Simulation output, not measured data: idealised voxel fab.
You're looking at the process module voxel tone inversion.
For reference, the cross-section in this document is cut, with width 145 nm and square cells of 5 nm.
Bands, listed from the top down, are how a cross-section gets written in this document; the cross-section itself is a grid of square cells, and a band is one or more rows of them. Basically the band line says how high the top is and how high the bottom is, in nm, and then what's in it from left to right, every material with its width in nm. Empty space shows up as "blank", and if a single material carries "all across" it runs the full band edge to edge. Note: height 0 marks the level under which the wafer is uniformly one material as received. Lowest band unbounded below, written "0 nm and below". A two-number width, for instance "30 to 40", indicates that the width is equal to the first number in the top row of the band and to the second number in the bottom row, and that it changes by a constant amount per row of cells. The cross-section has no changed cell in any step marked "no change". Voids not open to the top, 8 cells minimum: see "Voids, fully enclosed". Written width x height at distance; distance is from the left edge; nm. That trailing text on a step's line, after the settings, is the simulator's own remark on the step. overlay nm: mask offset rightward from planned place, masked step; negative means leftward offset.

[Process steps foreseen in the plan]
| 1 | RECEIVE,material Si |
| 2 | CONFORMAL_DEP,material SiCN,thk nm 10 |
| 3 | DIRECTIONAL_DEP,material aC,thk nm 25 |
| 4 | PATTERN,tone cover,mask id POSTS,material resist,width nm 25,pitch nm 40,thk nm 30,overlay nm 0 |
| 5 | DIRECTIONAL_ETCH,etch materials aC,depth nm 25 |
| 6 | STRIP,etch materials resist |
| 7 | FILL_DEP,material SiO2,thk nm 5 |
| 8 | CMP,height nm 35 |
| 9 | STRIP,etch materials aC |
| 10 | CONFORMAL_DEP,material TiN,thk nm 5 |
| 11 | FILL_DEP,material Ru,thk nm 5 |
| 12 | CMP,height nm 35 |
| 13 | CONFORMAL_DEP,material SiCN,thk nm 5 |

[As received (post step 1): cross-section]
  0 nm and below | Si all across
  Voids, fully enclosed: none

[Same starting wafer, same plan as above, one mistake in the execution; this is the cross-section at the end of the module]
  45 nm to 40 nm | SiCN all across
  40 nm to 35 nm | TiN 45 nm  Ru 15 nm  TiN 25 nm  Ru 15 nm  TiN 45 nm
  35 nm to 15 nm | SiO2 40 nm  TiN 5 nm  Ru 15 nm  TiN 5 nm  SiO2 15 nm  TiN 5 nm  Ru 15 nm  TiN 5 nm  SiO2 40 nm
  15 nm to 10 nm | SiO2 40 nm  TiN 25 nm  SiO2 15 nm  TiN 25 nm  SiO2 40 nm
  10 nm to 0 nm | SiCN all across
  0 nm and below | Si all across
  Voids, fully enclosed: none
Plan not followed: step 12 changed vs plan, executed as CMP,height nm 40
